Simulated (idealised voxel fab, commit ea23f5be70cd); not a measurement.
The process module that follows is named voxel wiring stack.
Square cells of 5 nm make up the cross-section cut, whose width is 210 nm.
In this document a cross-section is written as a grid of square cells. It is given as a series of bands, listed from the top down, and a band is one or more rows of cells. Top, bottom (nm), then materials left to right with widths (nm); lone material tagged "all across" fills the whole band edge to edge; "air" = empty space. A quick word on heights: they are counted from 0, and under that level the wafer as it came to us is one material throughout. The lowest band is different from the rest in having no bottom; it simply continues downward, written as in "from 0 down". Per-row width for "30 to 40": begins at first number (top row of band), ends at second number (bottom row), increment between rows held constant. A step reported as "same as before" is a step in which no cell of the cross-section changed. The label "Listed closed voids" introduces a list of the empty spaces, 8 cells or larger, that have no open way up to the top; each entry in it reads width x height at distance, where the distance is taken from the left edge and all three are stated in nm. Step line, after settings: the simulator's comment on this step. If you see "overlay nm" on a step's line and that step has a mask, it's telling you how far right of where it was planned the mask ended up; a negative number means it went left instead.

## These are the steps we planned for the process
1. op RECEIVE | material Si
2. op CONFORMAL_DEP | material SiO2 | thk nm 15
3. op DIRECTIONAL_DEP | material TiN | thk nm 5
4. op DIRECTIONAL_DEP | material W | thk nm 20
5. op MASKED_ETCH | tone cover | mask id METAL_1 | width nm 20 | pitch nm 35 | etch materials W | depth nm 20 | overlay nm 0
6. op MASKED_ETCH | tone cover | mask id METAL_1 | width nm 20 | pitch nm 35 | etch materials TiN | depth nm 5 | overlay nm 0
7. op CONFORMAL_DEP | material SiN | thk nm 5
8. op FILL_DEP | material SiO2 | thk nm 5
9. op CMP | height nm 40
10. op CONFORMAL_DEP | material SiCN | thk nm 5
11. op DIRECTIONAL_DEP | material SiO2 | thk nm 35
12. op MASKED_ETCH | tone open | mask id METAL_2 | width nm 20 | pitch nm 35 | etch materials SiO2 | depth nm 20 | overlay nm 0
13. op MASKED_ETCH | tone open | mask id METAL_2_HOLES | width nm 15 | etch materials SiO2 | depth nm 15 | overlay nm 0
14. op MASKED_ETCH | tone open | mask id METAL_2_HOLES | width nm 15 | etch materials SiCN | depth nm 5 | overlay nm 0
15. op CONFORMAL_DEP | material TiN | thk nm 5
16. op FILL_DEP | material Cu | thk nm 5
17. op CMP | height nm 80
18. op CONFORMAL_DEP | material SiCN | thk nm 5
19. op DIRECTIONAL_DEP | material SiO2 | thk nm 10
20. op MASKED_ETCH | tone open | mask id PLUG_2 | width nm 15 | pitch nm 35 | etch materials SiO2 | depth nm 10 | overlay nm 0
21. op MASKED_ETCH | tone open | mask id PLUG_2 | width nm 15 | pitch nm 35 | etch materials SiCN | depth nm 5 | overlay nm 0
22. op EPI | material Ru | thk nm 10
23. op EPI | material Ru | thk nm 5
24. op CONFORMAL_DEP | material SiN | thk nm 5
25. op DIRECTIONAL_DEP | material SiO2 | thk nm 15
26. op PATTERN | tone open | mask id METAL_3 | material resist | width nm 20 | pitch nm 35 | thk nm 20 | overlay nm 0
27. op DIRECTIONAL_ETCH | etch materials SiO2 | depth nm 15
28. op DIRECTIONAL_ETCH | etch materials SiN | depth nm 5
29. op STRIP | etch materials resist
30. op CONFORMAL_DEP | material TiN | thk nm 5
31. op FILL_DEP | material W | thk nm 10
32. op CMP | height nm 115
33. op CONFORMAL_DEP | material SiCN | thk nm 5
34. op DIRECTIONAL_DEP | material SiO2 | thk nm 35
35. op PATTERN | tone open | mask id METAL_4 | material resist | width nm 20 | pitch nm 35 | thk nm 20 | overlay nm 0
36. op DIRECTIONAL_ETCH | etch materials SiO2 | depth nm 20
37. op STRIP | etch materials resist
38. op DIRECTIONAL_DEP | material aC | thk nm 10
39. op PATTERN | tone open | mask id METAL_4_HOLES | material resist | width nm 15 | pitch nm 35 | thk nm 25 | overlay nm 0
40. op DIRECTIONAL_ETCH | etch materials aC | depth nm 10
41. op STRIP | etch materials resist
42. op DIRECTIONAL_ETCH | etch materials SiO2 | depth nm 15
43. op DIRECTIONAL_ETCH | etch materials SiCN | depth nm 5
44. op STRIP | etch materials aC
45. op CONFORMAL_DEP | material TiN | thk nm 5
46. op FILL_DEP | material Cu | thk nm 10
47. op CMP | height nm 155
48. op CONFORMAL_DEP | material SiCN | thk nm 5

## Wafer, first of two, run as planned

## Incoming wafer in cross-section (state: after step 1)
	from 0 down: Si all across
	Listed closed voids: none

## The wafer in cross-section once step 2 is complete
	from 15 to 0: SiO2 all across
	Under 0: no change, same as before.

## The wafer in cross-section once step 3 is complete
	from 20 to 15: TiN all across
	Under 15: no change, same as before.

## The wafer in cross-section once step 4 is complete
	from 40 to 20: W all across
	Under 20: no change, same as before.

## The wafer in cross-section once step 5 is complete
	from 40 to 20: 75 of air / 20 of W / 15 of air / 20 of W / 80 of air
	Under 20: no change, same as before.

## The wafer in cross-section once step 6 is complete
	from 40 to 20: 75 of air / 20 of W / 15 of air / 20 of W / 80 of air
	from 20 to 15: 75 of air / 20 of TiN / 15 of air / 20 of TiN / 80 of air
	Under 15: no change, same as before.

## The wafer in cross-section once step 7 is complete
	from 45 to 40: 70 of air / 30 of SiN / 5 of air / 30 of SiN / 75 of air
	from 40 to 20: 70 of air / 5 of SiN / 20 of W / 5 of SiN / 5 of air / 5 of SiN / 20 of W / 5 of SiN / 75 of air
	from 20 to 15: 75 of SiN / 20 of TiN / 15 of SiN / 20 of TiN / 80 of SiN
	Under 15: no change, same as before.

## The wafer in cross-section once step 8 is complete
	from 50 to 45: SiO2 all across
	from 45 to 40: 70 of SiO2 / 30 of SiN / 5 of SiO2 / 30 of SiN / 75 of SiO2
	from 40 to 20: 70 of SiO2 / 5 of SiN / 20 of W / 5 of SiN / 5 of SiO2 / 5 of SiN / 20 of W / 5 of SiN / 75 of SiO2
	Under 20: no change, same as before.

## The wafer in cross-section once step 9 is complete
	from 40 to 20: 70 of SiO2 / 5 of SiN / 20 of W / 5 of SiN / 5 of SiO2 / 5 of SiN / 20 of W / 5 of SiN / 75 of SiO2
	Under 20: no change, same as before.

## The wafer in cross-section once step 10 is complete
	from 45 to 40: SiCN all across
	Under 40: no change, same as before.

## The wafer in cross-section once step 11 is complete
	from 80 to 45: SiO2 all across
	Under 45: no change, same as before.

## The wafer in cross-section once step 12 is complete
	from 80 to 60: 75 of SiO2 / 20 of air / 15 of SiO2 / 20 of air / 80 of SiO2
	Under 60: no change, same as before.

## The wafer in cross-section once step 13 is complete
	from 80 to 60: 75 of SiO2 / 20 of air / 15 of SiO2 / 20 of air / 80 of SiO2
	from 60 to 45: 75 of SiO2 / 15 of air / 120 of SiO2
	Under 45: no change, same as before.

## The wafer in cross-section once step 14 is complete
	from 80 to 60: 75 of SiO2 / 20 of air / 15 of SiO2 / 20 of air / 80 of SiO2
	from 60 to 45: 75 of SiO2 / 15 of air / 120 of SiO2
	from 45 to 40: 75 of SiCN / 15 of air / 120 of SiCN
	Under 40: no change, same as before.

## The wafer in cross-section once step 15 is complete
	from 85 to 80: 80 of TiN / 10 of air / 25 of TiN / 10 of air / 85 of TiN
	from 80 to 65: 75 of SiO2 / 5 of TiN / 10 of air / 5 of TiN / 15 of SiO2 / 5 of TiN / 10 of air / 5 of TiN / 80 of SiO2
	from 65 to 60: 75 of SiO2 / 5 of TiN / 5 of air / 10 of TiN / 15 of SiO2 / 20 of TiN / 80 of SiO2
	from 60 to 45: 75 of SiO2 / 5 of TiN / 5 of air / 5 of TiN / 120 of SiO2
	from 45 to 40: 75 of SiCN / 15 of TiN / 120 of SiCN
	Under 40: no change, same as before.

## The wafer in cross-section once step 16 is complete
	from 90 to 85: Cu all across
	from 85 to 80: 80 of TiN / 10 of Cu / 25 of TiN / 10 of Cu / 85 of TiN
	from 80 to 65: 75 of SiO2 / 5 of TiN / 10 of Cu / 5 of TiN / 15 of SiO2 / 5 of TiN / 10 of Cu / 5 of TiN / 80 of SiO2
	from 65 to 60: 75 of SiO2 / 5 of TiN / 5 of Cu / 10 of TiN / 15 of SiO2 / 20 of TiN / 80 of SiO2
	from 60 to 45: 75 of SiO2 / 5 of TiN / 5 of Cu / 5 of TiN / 120 of SiO2
	Under 45: no change, same as before.

## The wafer in cross-section once step 17 is complete
	from 80 to 65: 75 of SiO2 / 5 of TiN / 10 of Cu / 5 of TiN / 15 of SiO2 / 5 of TiN / 10 of Cu / 5 of TiN / 80 of SiO2
	Under 65: no change, same as before.

## The wafer in cross-section once step 18 is complete
	from 85 to 80: SiCN all across
	Under 80: no change, same as before.

## The wafer in cross-section once step 19 is complete
	from 95 to 85: SiO2 all across
	Under 85: no change, same as before.

## The wafer in cross-section once step 20 is complete
	from 95 to 85: 75 of SiO2 / 15 of air / 20 of SiO2 / 15 of air / 85 of SiO2
	Under 85: no change, same as before.

## The wafer in cross-section once step 21 is complete
	from 95 to 85: 75 of SiO2 / 15 of air / 20 of SiO2 / 15 of air / 85 of SiO2
	from 85 to 80: 75 of SiCN / 15 of air / 20 of SiCN / 15 of air / 85 of SiCN
	Under 80: no change, same as before.

## The wafer in cross-section once step 22 is complete
	from 95 to 90: 75 of SiO2 / 15 of air / 20 of SiO2 / 15 of air / 85 of SiO2
	from 90 to 85: 75 of SiO2 / 15 of Ru / 20 of SiO2 / 15 of Ru / 85 of SiO2
	from 85 to 80: 75 of SiCN / 15 of Ru / 20 of SiCN / 15 of Ru / 85 of SiCN
	Under 80: no change, same as before.

## The wafer in cross-section once step 23 is complete
	from 95 to 85: 75 of SiO2 / 15 of Ru / 20 of SiO2 / 15 of Ru / 85 of SiO2
	Under 85: no change, same as before.

## The wafer in cross-section once step 24 is complete
	from 100 to 95: SiN all across
	Under 95: no change, same as before.

## The wafer in cross-section once step 25 is complete
	from 115 to 100: SiO2 all across
	Under 100: no change, same as before.

## The wafer in cross-section once step 26 is complete
	from 135 to 115: 75 of resist / 20 of air / 15 of resist / 20 of air / 80 of resist
	Under 115: no change, same as before.

## The wafer in cross-section once step 27 is complete
	from 135 to 115: 75 of resist / 20 of air / 15 of resist / 20 of air / 80 of resist
	from 115 to 100: 75 of SiO2 / 20 of air / 15 of SiO2 / 20 of air / 80 of SiO2
	Under 100: no change, same as before.

## The wafer in cross-section once step 28 is complete
	from 135 to 115: 75 of resist / 20 of air / 15 of resist / 20 of air / 80 of resist
	from 115 to 100: 75 of SiO2 / 20 of air / 15 of SiO2 / 20 of air / 80 of SiO2
	from 100 to 95: 75 of SiN / 20 of air / 15 of SiN / 20 of air / 80 of SiN
	Under 95: no change, same as before.

## The wafer in cross-section once step 29 is complete
	from 115 to 100: 75 of SiO2 / 20 of air / 15 of SiO2 / 20 of air / 80 of SiO2
	Under 100: no change, same as before.

## The wafer in cross-section once step 30 is complete
	from 120 to 115: 80 of TiN / 10 of air / 25 of TiN / 10 of air / 85 of TiN
	from 115 to 100: 75 of SiO2 / 5 of TiN / 10 of air / 5 of TiN / 15 of SiO2 / 5 of TiN / 10 of air / 5 of TiN / 80 of SiO2
	from 100 to 95: 75 of SiN / 20 of TiN / 15 of SiN / 20 of TiN / 80 of SiN
	Under 95: no change, same as before.

## The wafer in cross-section once step 31 is complete
	from 130 to 120: W all across
	from 120 to 115: 80 of TiN / 10 of W / 25 of TiN / 10 of W / 85 of TiN
	from 115 to 100: 75 of SiO2 / 5 of TiN / 10 of W / 5 of TiN / 15 of SiO2 / 5 of TiN / 10 of W / 5 of TiN / 80 of SiO2
	Under 100: no change, same as before.

## The wafer in cross-section once step 32 is complete
	from 115 to 100: 75 of SiO2 / 5 of TiN / 10 of W / 5 of TiN / 15 of SiO2 / 5 of TiN / 10 of W / 5 of TiN / 80 of SiO2
	Under 100: no change, same as before.

## The wafer in cross-section once step 33 is complete
	from 120 to 115: SiCN all across
	Under 115: no change, same as before.

## The wafer in cross-section once step 34 is complete
	from 155 to 120: SiO2 all across
	Under 120: no change, same as before.

## The wafer in cross-section once step 35 is complete
	from 175 to 155: 75 of resist / 20 of air / 15 of resist / 20 of air / 80 of resist
	Under 155: no change, same as before.

## The wafer in cross-section once step 36 is complete
	from 175 to 155: 75 of resist / 20 of air / 15 of resist / 20 of air / 80 of resist
	from 155 to 135: 75 of SiO2 / 20 of air / 15 of SiO2 / 20 of air / 80 of SiO2
	Under 135: no change, same as before.

## The wafer in cross-section once step 37 is complete
	from 155 to 135: 75 of SiO2 / 20 of air / 15 of SiO2 / 20 of air / 80 of SiO2
	Under 135: no change, same as before.

## The wafer in cross-section once step 38 is complete
	from 165 to 155: 75 of aC / 20 of air / 15 of aC / 20 of air / 80 of aC
	from 155 to 145: 75 of SiO2 / 20 of air / 15 of SiO2 / 20 of air / 80 of SiO2
	from 145 to 135: 75 of SiO2 / 20 of aC / 15 of SiO2 / 20 of aC / 80 of SiO2
	Under 135: no change, same as before.

## The wafer in cross-section once step 39 is complete
	from 190 to 165: 75 of resist / 15 of air / 20 of resist / 15 of air / 85 of resist
	from 165 to 155: 75 of aC / 15 of air / 5 of resist / 15 of aC / 15 of air / 5 of resist / 80 of aC
	from 155 to 145: 75 of SiO2 / 15 of air / 5 of resist / 15 of SiO2 / 15 of air / 5 of resist / 80 of SiO2
	Under 145: no change, same as before.

## The wafer in cross-section once step 40 is complete
	from 180 to 165: 75 of resist / 15 of air / 20 of resist / 15 of air / 85 of resist
	from 165 to 155: 75 of aC / 15 of air / 5 of resist / 15 of aC / 15 of air / 5 of resist / 80 of aC
	from 155 to 145: 75 of SiO2 / 15 of air / 5 of resist / 15 of SiO2 / 15 of air / 5 of resist / 80 of SiO2
	from 145 to 135: 75 of SiO2 / 15 of air / 5 of aC / 15 of SiO2 / 15 of air / 5 of aC / 80 of SiO2
	Under 135: no change, same as before.

## The wafer in cross-section once step 41 is complete
	from 165 to 155: 75 of aC / 20 of air / 15 of aC / 20 of air / 80 of aC
	from 155 to 145: 75 of SiO2 / 20 of air / 15 of SiO2 / 20 of air / 80 of SiO2
	Under 145: no change, same as before.

## The wafer in cross-section once step 42 is complete
	from 165 to 155: 75 of aC / 20 of air / 15 of aC / 20 of air / 80 of aC
	from 155 to 145: 75 of SiO2 / 20 of air / 15 of SiO2 / 20 of air / 80 of SiO2
	from 145 to 135: 75 of SiO2 / 15 of air / 5 of aC / 15 of SiO2 / 15 of air / 5 of aC / 80 of SiO2
	from 135 to 120: 75 of SiO2 / 15 of air / 20 of SiO2 / 15 of air / 85 of SiO2
	Under 120: no change, same as before.

## The wafer in cross-section once step 43 is complete
	from 165 to 155: 75 of aC / 20 of air / 15 of aC / 20 of air / 80 of aC
	from 155 to 145: 75 of SiO2 / 20 of air / 15 of SiO2 / 20 of air / 80 of SiO2
	from 145 to 135: 75 of SiO2 / 15 of air / 5 of aC / 15 of SiO2 / 15 of air / 5 of aC / 80 of SiO2
	from 135 to 120: 75 of SiO2 / 15 of air / 20 of SiO2 / 15 of air / 85 of SiO2
	from 120 to 115: 75 of SiCN / 15 of air / 20 of SiCN / 15 of air / 85 of SiCN
	Under 115: no change, same as before.

## The wafer in cross-section once step 44 is complete
	from 155 to 135: 75 of SiO2 / 20 of air / 15 of SiO2 / 20 of air / 80 of SiO2
	Under 135: no change, same as before.

## The wafer in cross-section once step 45 is complete
	from 160 to 155: 80 of TiN / 10 of air / 25 of TiN / 10 of air / 85 of TiN
	from 155 to 140: 75 of SiO2 / 5 of TiN / 10 of air / 5 of TiN / 15 of SiO2 / 5 of TiN / 10 of air / 5 of TiN / 80 of SiO2
	from 140 to 135: 75 of SiO2 / 5 of TiN / 5 of air / 10 of TiN / 15 of SiO2 / 5 of TiN / 5 of air / 10 of TiN / 80 of SiO2
	from 135 to 120: 75 of SiO2 / 5 of TiN / 5 of air / 5 of TiN / 20 of SiO2 / 5 of TiN / 5 of air / 5 of TiN / 85 of SiO2
	from 120 to 115: 75 of SiCN / 15 of TiN / 20 of SiCN / 15 of TiN / 85 of SiCN
	Under 115: no change, same as before.

## The wafer in cross-section once step 46 is complete
	from 170 to 160: Cu all across
	from 160 to 155: 80 of TiN / 10 of Cu / 25 of TiN / 10 of Cu / 85 of TiN
	from 155 to 140: 75 of SiO2 / 5 of TiN / 10 of Cu / 5 of TiN / 15 of SiO2 / 5 of TiN / 10 of Cu / 5 of TiN / 80 of SiO2
	from 140 to 135: 75 of SiO2 / 5 of TiN / 5 of Cu / 10 of TiN / 15 of SiO2 / 5 of TiN / 5 of Cu / 10 of TiN / 80 of SiO2
	from 135 to 120: 75 of SiO2 / 5 of TiN / 5 of Cu / 5 of TiN / 20 of SiO2 / 5 of TiN / 5 of Cu / 5 of TiN / 85 of SiO2
	Under 120: no change, same as before.

## The wafer in cross-section once step 47 is complete
	from 155 to 140: 75 of SiO2 / 5 of TiN / 10 of Cu / 5 of TiN / 15 of SiO2 / 5 of TiN / 10 of Cu / 5 of TiN / 80 of SiO2
	Under 140: no change, same as before.

## The wafer in cross-section once step 48 is complete
	from 160 to 155: SiCN all across
	Under 155: no change, same as before.

## The second wafer: identical to the first at the outset and in its planned sequence, differing only in that one mistake was made during processing; up to and including step 36, its path is the first wafer's path

## Planned end of step 37: second wafer, cross-section
	from 185 to 175: 75 of aC / 20 of air / 15 of aC / 20 of air / 80 of aC
	from 175 to 155: 75 of resist / 20 of air / 15 of resist / 20 of air / 80 of resist
	from 155 to 145: 75 of SiO2 / 20 of air / 15 of SiO2 / 20 of air / 80 of SiO2
	from 145 to 135: 75 of SiO2 / 20 of aC / 15 of SiO2 / 20 of aC / 80 of SiO2
	Under 135: no change, same as before.

## Planned end of step 38: second wafer, cross-section
	from 155 to 145: 75 of SiO2 / 20 of air / 15 of SiO2 / 20 of air / 80 of SiO2
	Under 145: no change, same as before.

## Planned end of step 39: second wafer, cross-section
	from 180 to 155: 75 of resist / 15 of air / 20 of resist / 15 of air / 85 of resist
	from 155 to 145: 75 of SiO2 / 15 of air / 5 of resist / 15 of SiO2 / 15 of air / 5 of resist / 80 of SiO2
	Under 145: no change, same as before.

## Planned end of step 40: second wafer, cross-section
	from 170 to 155: 75 of resist / 15 of air / 20 of resist / 15 of air / 85 of resist
	from 155 to 145: 75 of SiO2 / 15 of air / 5 of resist / 15 of SiO2 / 15 of air / 5 of resist / 80 of SiO2
	from 145 to 135: 75 of SiO2 / 15 of air / 5 of aC / 15 of SiO2 / 15 of air / 5 of aC / 80 of SiO2
	Under 135: no change, same as before.

## Planned end of step 41: second wafer, cross-section
	from 155 to 145: 75 of SiO2 / 20 of air / 15 of SiO2 / 20 of air / 80 of SiO2
	Under 145: no change, same as before.

## Planned end of step 42: second wafer, cross-section
	from 145 to 140: 90 of air / 5 of aC / 30 of air / 5 of aC / 80 of air
	from 140 to 135: 75 of SiO2 / 15 of air / 5 of aC / 15 of SiO2 / 15 of air / 5 of aC / 80 of SiO2
	from 135 to 120: 75 of SiO2 / 15 of air / 20 of SiO2 / 15 of air / 85 of SiO2
	Under 120: no change, same as before.

## Planned end of step 43: second wafer, cross-section
	from 145 to 140: 90 of air / 5 of aC / 30 of air / 5 of aC / 80 of air
	from 140 to 135: 75 of SiO2 / 15 of air / 5 of aC / 15 of SiO2 / 15 of air / 5 of aC / 80 of SiO2
	from 135 to 120: 75 of SiO2 / 15 of air / 20 of SiO2 / 15 of air / 85 of SiO2
	from 120 to 115: 75 of SiCN / 15 of air / 20 of SiCN / 15 of air / 85 of SiCN
	Under 115: no change, same as before.

## Planned end of step 44: second wafer, cross-section
	from 140 to 135: 75 of SiO2 / 20 of air / 15 of SiO2 / 20 of air / 80 of SiO2
	Under 135: no change, same as before.

## Planned end of step 45: second wafer, cross-section
	from 145 to 140: 80 of TiN / 10 of air / 25 of TiN / 10 of air / 85 of TiN
	from 140 to 135: 75 of SiO2 / 5 of TiN / 5 of air / 10 of TiN / 15 of SiO2 / 5 of TiN / 5 of air / 10 of TiN / 80 of SiO2
	from 135 to 120: 75 of SiO2 / 5 of TiN / 5 of air / 5 of TiN / 20 of SiO2 / 5 of TiN / 5 of air / 5 of TiN / 85 of SiO2
	from 120 to 115: 75 of SiCN / 15 of TiN / 20 of SiCN / 15 of TiN / 85 of SiCN
	Under 115: no change, same as before.

## Planned end of step 46: second wafer, cross-section
	from 155 to 145: Cu all across
	from 145 to 140: 80 of TiN / 10 of Cu / 25 of TiN / 10 of Cu / 85 of TiN
	from 140 to 135: 75 of SiO2 / 5 of TiN / 5 of Cu / 10 of TiN / 15 of SiO2 / 5 of TiN / 5 of Cu / 10 of TiN / 80 of SiO2
	from 135 to 120: 75 of SiO2 / 5 of TiN / 5 of Cu / 5 of TiN / 20 of SiO2 / 5 of TiN / 5 of Cu / 5 of TiN / 85 of SiO2
	Under 120: no change, same as before.

Planned end of step 47: second wafer, cross-section: same as before

## Planned end of step 48: second wafer, cross-section
	from 160 to 155: SiCN all across
	Under 155: no change, same as before.
Nonconformance to the process plan: step 38 occupied the plan position of step 37, and the converse holds as well
Materials where the second wafer ends with more or fewer cells than the first: Cu +76; SiO2 -102; TiN +26
